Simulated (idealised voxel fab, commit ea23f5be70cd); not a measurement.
Process module, titled voxel gate over fins
Cross-sectional view cut (width: 225 nm; square cell size: 5 nm).
We lay out every cross-section as a grid of square cells and spell it out in bands from the top down, where one band means one or more rows of cells. Read a band's entry like this: the first values are the height of its top and the height of its bottom in nm, and what follows is the sequence of materials from left to right, each with its width in nm. Note that "air" is empty space, and that a single material marked "full width" reaches across the band from edge to edge. Heads up on the height convention: 0 is the point under which the incoming wafer is all one material, and the lowest band has no bottom, it just keeps going down, like "0 nm and below". A width given as "30->40" starts at the first number in the band's top row and ends at the second number in its bottom row, shifting by an equal amount at every step from row to row. Reading "everything unchanged" for a step: not a cell of the cross-section changed in it. Voids not open to the top, 8 cells minimum: see "Fully sealed cavities". Written width x height at distance; distance is from the left edge; nm. Note: text after step settings on the step line = simulator remark on that step. overlay nm: mask right of planned place by this much (step with mask). Neg. = left.

Below is the list of planned process steps:
step 1: RECEIVE,material Si
step 2: CONFORMAL_DEP,material SiN,thk nm 5
step 3: PATTERN,tone cover,mask id FINS,material resist,width nm 15,pitch nm 45,thk nm 15,overlay nm 0
step 4: DIRECTIONAL_ETCH,etch materials SiN,depth nm 5
step 5: DIRECTIONAL_ETCH,etch materials Si,depth nm 30
step 6: STRIP,etch materials resist
step 7: OXIDIZE,depth nm 5
step 8: FILL_DEP,material SiO2,thk nm 10
step 9: CMP,height nm 5
step 10: SELECTIVE_ETCH,etch materials SiO2,depth nm 20
step 11: STRIP,etch materials SiN
step 12: CONFORMAL_DEP,material HfO2,thk nm 5
step 13: CONFORMAL_DEP,material TiN,thk nm 5
step 14: CONFORMAL_DEP,material TiAl,thk nm 5
step 15: CONFORMAL_DEP,material TiN,thk nm 5
step 16: FILL_DEP,material W,thk nm 15
step 17: CMP,height nm 30
step 18: CONFORMAL_DEP,material SiCN,thk nm 5

Cross-section of the wafer upon arrival, representing the state reached after step 1:
* 0 nm and below | Si full width
* Fully sealed cavities: none

Cross-section, first of two wafers, end of module, run as planned:
* 35 nm to 30 nm | SiCN full width
* 30 nm to 20 nm | W full width
* 20 nm to 15 nm | W 20, then TiN 180, then W 25
* 15 nm to 10 nm | W 20, then TiN 5, then TiAl 35, then TiN 10, then TiAl 35, then TiN 10, then TiAl 35, then TiN 10, then TiAl 35, then TiN 5, then W 25
* 10 nm to 5 nm | W 20, then TiN 5, then TiAl 5, then TiN 25, then TiAl 5, then TiN 10, then TiAl 5, then TiN 25, then TiAl 5, then TiN 10, then TiAl 5, then TiN 25, then TiAl 5, then TiN 10, then TiAl 5, then TiN 25, then TiAl 5, then TiN 5, then W 25
* 5 nm to 0 nm | TiN 25, then TiAl 5, then TiN 5, then HfO2 15, then TiN 5, then TiAl 5, then TiN 10, then TiAl 5, then TiN 5, then HfO2 15, then TiN 5, then TiAl 5, then TiN 10, then TiAl 5, then TiN 5, then HfO2 15, then TiN 5, then TiAl 5, then TiN 10, then TiAl 5, then TiN 5, then HfO2 15, then TiN 5, then TiAl 5, then TiN 30
* 0 nm to -5 nm | TiAl 30, then TiN 5, then HfO2 5, then Si 5, then HfO2 5, then TiN 5, then TiAl 20, then TiN 5, then HfO2 5, then Si 5, then HfO2 5, then TiN 5, then TiAl 20, then TiN 5, then HfO2 5, then Si 5, then HfO2 5, then TiN 5, then TiAl 20, then TiN 5, then HfO2 5, then Si 5, then HfO2 5, then TiN 5, then TiAl 35
* -5 nm to -10 nm | TiN 35, then HfO2 5, then Si 5, then HfO2 5, then TiN 30, then HfO2 5, then Si 5, then HfO2 5, then TiN 30, then HfO2 5, then Si 5, then HfO2 5, then TiN 30, then HfO2 5, then Si 5, then HfO2 5, then TiN 40
* -10 nm to -15 nm | HfO2 40, then Si 5, then HfO2 40, then Si 5, then HfO2 40, then Si 5, then HfO2 40, then Si 5, then HfO2 45
* -15 nm to -35 nm | SiO2 40, then Si 5, then SiO2 40, then Si 5, then SiO2 40, then Si 5, then SiO2 40, then Si 5, then SiO2 45
* -35 nm and below | Si full width
* Fully sealed cavities: none

Wafer two, sectioned after the module: the first wafer's start, the first wafer's plan, and one mistake in how it was run:
* 35 nm to 30 nm | SiCN full width
* 30 nm to 15 nm | W full width
* 15 nm to 10 nm | W 25, then TiN 35, then W 10, then TiN 35, then W 10, then TiN 35, then W 10, then TiN 35, then W 30
* 10 nm to 5 nm | W 25, then TiN 5, then TiAl 25, then TiN 5, then W 10, then TiN 5, then TiAl 25, then TiN 5, then W 10, then TiN 5, then TiAl 25, then TiN 5, then W 10, then TiN 5, then TiAl 25, then TiN 5, then W 30
* 5 nm to 0 nm | W 25, then TiN 5, then TiAl 5, then HfO2 15, then TiAl 5, then TiN 5, then W 10, then TiN 5, then TiAl 5, then HfO2 15, then TiAl 5, then TiN 5, then W 10, then TiN 5, then TiAl 5, then HfO2 15, then TiAl 5, then TiN 5, then W 10, then TiN 5, then TiAl 5, then HfO2 15, then TiAl 5, then TiN 5, then W 30
* 0 nm to -5 nm | TiN 30, then TiAl 5, then HfO2 5, then Si 5, then HfO2 5, then TiAl 5, then TiN 20, then TiAl 5, then HfO2 5, then Si 5, then HfO2 5, then TiAl 5, then TiN 20, then TiAl 5, then HfO2 5, then Si 5, then HfO2 5, then TiAl 5, then TiN 20, then TiAl 5, then HfO2 5, then Si 5, then HfO2 5, then TiAl 5, then TiN 35
* -5 nm to -10 nm | TiAl 35, then HfO2 5, then Si 5, then HfO2 5, then TiAl 30, then HfO2 5, then Si 5, then HfO2 5, then TiAl 30, then HfO2 5, then Si 5, then HfO2 5, then TiAl 30, then HfO2 5, then Si 5, then HfO2 5, then TiAl 40
* -10 nm to -15 nm | HfO2 40, then Si 5, then HfO2 40, then Si 5, then HfO2 40, then Si 5, then HfO2 40, then Si 5, then HfO2 45
* -15 nm to -35 nm | SiO2 40, then Si 5, then SiO2 40, then Si 5, then SiO2 40, then Si 5, then SiO2 40, then Si 5, then SiO2 45
* -35 nm and below | Si full width
* Fully sealed cavities: none
Heads up, the wafer didn't run the way we planned it: the plan's step 13 was left out and never carried out
Cell-count delta at end, second wafer over first, by material: TiN -69 | W +69
